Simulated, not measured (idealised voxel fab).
A process module follows: voxel gate over fins.
235 nm wide, 5 nm square cells: that's cross-section cut.
We lay out every cross-section as a grid of square cells and spell it out in bands from the top down, where one band means one or more rows of cells.
Heights first: top, then bottom, in nm. Then materials, left to right, each with a width in nm. "edge to edge" on a single material: fills the band edge to edge. "blank": empty space.
Measure heights from 0. That's the level where, below it, the as-received wafer is all one material. The lowest band is bottomless and extends downward; write it as in "from 0 down".
Note: "30->40" means the width goes from the first number (top row of the band) to the second number (bottom row) in equal steps per row of cells.
Basically "no change" means that step didn't change any cell in the cross-section.
Voids not open to the top, 8 cells minimum: see "Cavities, closed". Written width x height at distance; distance is from the left edge; nm.
Post-settings text on a step line: simulator's own remark regarding the step.
On any step carrying a mask, the "overlay nm" setting, if present on the step's line, tells how far right of its planned place the mask lay; negative values point to the left.

# Planned process steps
1: RECEIVE (material Si)
2: CONFORMAL_DEP (material SiN; thk nm 10)
3: DIRECTIONAL_DEP (material aC; thk nm 15)
4: PATTERN (tone cover; mask id FINS; material resist; width nm 15; pitch nm 40; thk nm 35; overlay nm 0)
5: DIRECTIONAL_ETCH (etch materials aC; depth nm 15)
6: STRIP (etch materials resist)
7: DIRECTIONAL_ETCH (etch materials SiN; depth nm 10)
8: DIRECTIONAL_ETCH (etch materials Si; depth nm 40)
9: STRIP (etch materials aC)
10: FILL_DEP (material SiO2; thk nm 5)
11: CMP (height nm 10)
12: SELECTIVE_ETCH (etch materials SiO2; depth nm 25)
13: STRIP (etch materials SiN)
14: CONFORMAL_DEP (material HfO2; thk nm 5)
15: CONFORMAL_DEP (material TiN; thk nm 5)
16: CONFORMAL_DEP (material TiAl; thk nm 5)
17: CONFORMAL_DEP (material TiN; thk nm 5)
18: FILL_DEP (material W; thk nm 10)
19: CMP (height nm 25)
20: CONFORMAL_DEP (material SiN; thk nm 10)

# First of two wafers - as planned

# Wafer cross-section on receipt, i.e. after step 1
	from 0 down: Si edge to edge
	Cavities, closed: none

# Upon completion of step 2, the wafer appears in cross-section as shown
	from 10 to 0: SiN edge to edge
	Below a height of 0, the structure has not been altered.

# Upon completion of step 3, the wafer appears in cross-section as shown
	from 25 to 10: aC edge to edge
	Below a height of 10, the structure has not been altered.

# Upon completion of step 4, the wafer appears in cross-section as shown
	from 60 to 25: blank=90 / resist=15 / blank=25 / resist=15 / blank=90
	Below a height of 25, the structure has not been altered.

# Upon completion of step 5, the wafer appears in cross-section as shown
	from 45 to 25: blank=90 / resist=15 / blank=25 / resist=15 / blank=90
	from 25 to 10: blank=90 / aC=15 / blank=25 / aC=15 / blank=90
	Below a height of 10, the structure has not been altered.

# Upon completion of step 6, the wafer appears in cross-section as shown
	from 25 to 10: blank=90 / aC=15 / blank=25 / aC=15 / blank=90
	Below a height of 10, the structure has not been altered.

# Upon completion of step 7, the wafer appears in cross-section as shown
	from 25 to 10: blank=90 / aC=15 / blank=25 / aC=15 / blank=90
	from 10 to 0: blank=90 / SiN=15 / blank=25 / SiN=15 / blank=90
	Below a height of 0, the structure has not been altered.

# Upon completion of step 8, the wafer appears in cross-section as shown
	from 25 to 10: blank=90 / aC=15 / blank=25 / aC=15 / blank=90
	from 10 to 0: blank=90 / SiN=15 / blank=25 / SiN=15 / blank=90
	from 0 to -40: blank=90 / Si=15 / blank=25 / Si=15 / blank=90
	Below a height of -40, the structure has not been altered.

# Upon completion of step 9, the wafer appears in cross-section as shown
	from 10 to 0: blank=90 / SiN=15 / blank=25 / SiN=15 / blank=90
	Below a height of 0, the structure has not been altered.

# Upon completion of step 10, the wafer appears in cross-section as shown
	from 15 to 10: SiO2 edge to edge
	from 10 to 0: SiO2=90 / SiN=15 / SiO2=25 / SiN=15 / SiO2=90
	from 0 to -40: SiO2=90 / Si=15 / SiO2=25 / Si=15 / SiO2=90
	Below a height of -40, the structure has not been altered.

# Upon completion of step 11, the wafer appears in cross-section as shown
	from 10 to 0: SiO2=90 / SiN=15 / SiO2=25 / SiN=15 / SiO2=90
	Below a height of 0, the structure has not been altered.

# Upon completion of step 12, the wafer appears in cross-section as shown
	from 10 to 0: blank=90 / SiN=15 / blank=25 / SiN=15 / blank=90
	from 0 to -15: blank=90 / Si=15 / blank=25 / Si=15 / blank=90
	Below a height of -15, the structure has not been altered.

# Upon completion of step 13, the wafer appears in cross-section as shown
	from 0 to -15: blank=90 / Si=15 / blank=25 / Si=15 / blank=90
	Below a height of -15, the structure has not been altered.

# Upon completion of step 14, the wafer appears in cross-section as shown
	from 5 to 0: blank=85 / HfO2=25 / blank=15 / HfO2=25 / blank=85
	from 0 to -10: blank=85 / HfO2=5 / Si=15 / HfO2=5 / blank=15 / HfO2=5 / Si=15 / HfO2=5 / blank=85
	from -10 to -15: HfO2=90 / Si=15 / HfO2=25 / Si=15 / HfO2=90
	Below a height of -15, the structure has not been altered.

# Upon completion of step 15, the wafer appears in cross-section as shown
	from 10 to 5: blank=80 / TiN=35 / blank=5 / TiN=35 / blank=80
	from 5 to 0: blank=80 / TiN=5 / HfO2=25 / TiN=5 / blank=5 / TiN=5 / HfO2=25 / TiN=5 / blank=80
	from 0 to -5: blank=80 / TiN=5 / HfO2=5 / Si=15 / HfO2=5 / TiN=5 / blank=5 / TiN=5 / HfO2=5 / Si=15 / HfO2=5 / TiN=5 / blank=80
	from -5 to -10: TiN=85 / HfO2=5 / Si=15 / HfO2=5 / TiN=15 / HfO2=5 / Si=15 / HfO2=5 / TiN=85
	Below a height of -10, the structure has not been altered.

# Upon completion of step 16, the wafer appears in cross-section as shown
	from 15 to 10: blank=75 / TiAl=85 / blank=75
	from 10 to 5: blank=75 / TiAl=5 / TiN=35 / TiAl=5 / TiN=35 / TiAl=5 / blank=75
	from 5 to 0: blank=75 / TiAl=5 / TiN=5 / HfO2=25 / TiN=5 / TiAl=5 / TiN=5 / HfO2=25 / TiN=5 / TiAl=5 / blank=75
	from 0 to -5: TiAl=80 / TiN=5 / HfO2=5 / Si=15 / HfO2=5 / TiN=5 / TiAl=5 / TiN=5 / HfO2=5 / Si=15 / HfO2=5 / TiN=5 / TiAl=80
	Below a height of -5, the structure has not been altered.

# Upon completion of step 17, the wafer appears in cross-section as shown
	from 20 to 15: blank=70 / TiN=95 / blank=70
	from 15 to 10: blank=70 / TiN=5 / TiAl=85 / TiN=5 / blank=70
	from 10 to 5: blank=70 / TiN=5 / TiAl=5 / TiN=35 / TiAl=5 / TiN=35 / TiAl=5 / TiN=5 / blank=70
	from 5 to 0: TiN=75 / TiAl=5 / TiN=5 / HfO2=25 / TiN=5 / TiAl=5 / TiN=5 / HfO2=25 / TiN=5 / TiAl=5 / TiN=75
	Below a height of 0, the structure has not been altered.

# Upon completion of step 18, the wafer appears in cross-section as shown
	from 30 to 20: W edge to edge
	from 20 to 15: W=70 / TiN=95 / W=70
	from 15 to 10: W=70 / TiN=5 / TiAl=85 / TiN=5 / W=70
	from 10 to 5: W=70 / TiN=5 / TiAl=5 / TiN=35 / TiAl=5 / TiN=35 / TiAl=5 / TiN=5 / W=70
	Below a height of 5, the structure has not been altered.

# Upon completion of step 19, the wafer appears in cross-section as shown
	from 25 to 20: W edge to edge
	Below a height of 20, the structure has not been altered.

# Upon completion of step 20, the wafer appears in cross-section as shown
	from 35 to 25: SiN edge to edge
	Below a height of 25, the structure has not been altered.

# The Second Wafer: Common Origin and Plan, One Mistake in Execution, Identical to the First Through Step 3

# At the planned end of step 4, the second wafer in cross-section
	from 60 to 25: blank=85 / resist=15 / blank=25 / resist=15 / blank=95
	Below a height of 25, the structure has not been altered.

# At the planned end of step 5, the second wafer in cross-section
	from 45 to 25: blank=85 / resist=15 / blank=25 / resist=15 / blank=95
	from 25 to 10: blank=85 / aC=15 / blank=25 / aC=15 / blank=95
	Below a height of 10, the structure has not been altered.

# At the planned end of step 6, the second wafer in cross-section
	from 25 to 10: blank=85 / aC=15 / blank=25 / aC=15 / blank=95
	Below a height of 10, the structure has not been altered.

# At the planned end of step 7, the second wafer in cross-section
	from 25 to 10: blank=85 / aC=15 / blank=25 / aC=15 / blank=95
	from 10 to 0: blank=85 / SiN=15 / blank=25 / SiN=15 / blank=95
	Below a height of 0, the structure has not been altered.

# At the planned end of step 8, the second wafer in cross-section
	from 25 to 10: blank=85 / aC=15 / blank=25 / aC=15 / blank=95
	from 10 to 0: blank=85 / SiN=15 / blank=25 / SiN=15 / blank=95
	from 0 to -40: blank=85 / Si=15 / blank=25 / Si=15 / blank=95
	Below a height of -40, the structure has not been altered.

# At the planned end of step 9, the second wafer in cross-section
	from 10 to 0: blank=85 / SiN=15 / blank=25 / SiN=15 / blank=95
	Below a height of 0, the structure has not been altered.

# At the planned end of step 10, the second wafer in cross-section
	from 15 to 10: SiO2 edge to edge
	from 10 to 0: SiO2=85 / SiN=15 / SiO2=25 / SiN=15 / SiO2=95
	from 0 to -40: SiO2=85 / Si=15 / SiO2=25 / Si=15 / SiO2=95
	Below a height of -40, the structure has not been altered.

# At the planned end of step 11, the second wafer in cross-section
	from 10 to 0: SiO2=85 / SiN=15 / SiO2=25 / SiN=15 / SiO2=95
	Below a height of 0, the structure has not been altered.

# At the planned end of step 12, the second wafer in cross-section
	from 10 to 0: blank=85 / SiN=15 / blank=25 / SiN=15 / blank=95
	from 0 to -15: blank=85 / Si=15 / blank=25 / Si=15 / blank=95
	Below a height of -15, the structure has not been altered.

# At the planned end of step 13, the second wafer in cross-section
	from 0 to -15: blank=85 / Si=15 / blank=25 / Si=15 / blank=95
	Below a height of -15, the structure has not been altered.

# At the planned end of step 14, the second wafer in cross-section
	from 5 to 0: blank=80 / HfO2=25 / blank=15 / HfO2=25 / blank=90
	from 0 to -10: blank=80 / HfO2=5 / Si=15 / HfO2=5 / blank=15 / HfO2=5 / Si=15 / HfO2=5 / blank=90
	from -10 to -15: HfO2=85 / Si=15 / HfO2=25 / Si=15 / HfO2=95
	Below a height of -15, the structure has not been altered.

# At the planned end of step 15, the second wafer in cross-section
	from 10 to 5: blank=75 / TiN=35 / blank=5 / TiN=35 / blank=85
	from 5 to 0: blank=75 / TiN=5 / HfO2=25 / TiN=5 / blank=5 / TiN=5 / HfO2=25 / TiN=5 / blank=85
	from 0 to -5: blank=75 / TiN=5 / HfO2=5 / Si=15 / HfO2=5 / TiN=5 / blank=5 / TiN=5 / HfO2=5 / Si=15 / HfO2=5 / TiN=5 / blank=85
	from -5 to -10: TiN=80 / HfO2=5 / Si=15 / HfO2=5 / TiN=15 / HfO2=5 / Si=15 / HfO2=5 / TiN=90
	Below a height of -10, the structure has not been altered.

# At the planned end of step 16, the second wafer in cross-section
	from 15 to 10: blank=70 / TiAl=85 / blank=80
	from 10 to 5: blank=70 / TiAl=5 / TiN=35 / TiAl=5 / TiN=35 / TiAl=5 / blank=80
	from 5 to 0: blank=70 / TiAl=5 / TiN=5 / HfO2=25 / TiN=5 / TiAl=5 / TiN=5 / HfO2=25 / TiN=5 / TiAl=5 / blank=80
	from 0 to -5: TiAl=75 / TiN=5 / HfO2=5 / Si=15 / HfO2=5 / TiN=5 / TiAl=5 / TiN=5 / HfO2=5 / Si=15 / HfO2=5 / TiN=5 / TiAl=85
	Below a height of -5, the structure has not been altered.

# At the planned end of step 17, the second wafer in cross-section
	from 20 to 15: blank=65 / TiN=95 / blank=75
	from 15 to 10: blank=65 / TiN=5 / TiAl=85 / TiN=5 / blank=75
	from 10 to 5: blank=65 / TiN=5 / TiAl=5 / TiN=35 / TiAl=5 / TiN=35 / TiAl=5 / TiN=5 / blank=75
	from 5 to 0: TiN=70 / TiAl=5 / TiN=5 / HfO2=25 / TiN=5 / TiAl=5 / TiN=5 / HfO2=25 / TiN=5 / TiAl=5 / TiN=80
	Below a height of 0, the structure has not been altered.

# At the planned end of step 18, the second wafer in cross-section
	from 30 to 20: W edge to edge
	from 20 to 15: W=65 / TiN=95 / W=75
	from 15 to 10: W=65 / TiN=5 / TiAl=85 / TiN=5 / W=75
	from 10 to 5: W=65 / TiN=5 / TiAl=5 / TiN=35 / TiAl=5 / TiN=35 / TiAl=5 / TiN=5 / W=75
	Below a height of 5, the structure has not been altered.

# At the planned end of step 19, the second wafer in cross-section
	from 25 to 20: W edge to edge
	Below a height of 20, the structure has not been altered.

# At the planned end of step 20, the second wafer in cross-section
	from 35 to 25: SiN edge to edge
	Below a height of 25, the structure has not been altered.
Short version of what went wrong: step 4 was processed under conditions differing from the plan, specifically as PATTERN (tone cover; mask id FINS; material resist; width nm 15; pitch nm 40; thk nm 35; overlay nm -5)
Tallied in cells, the final second wafer holds each material in the same quantity as the first, although not at the same places.
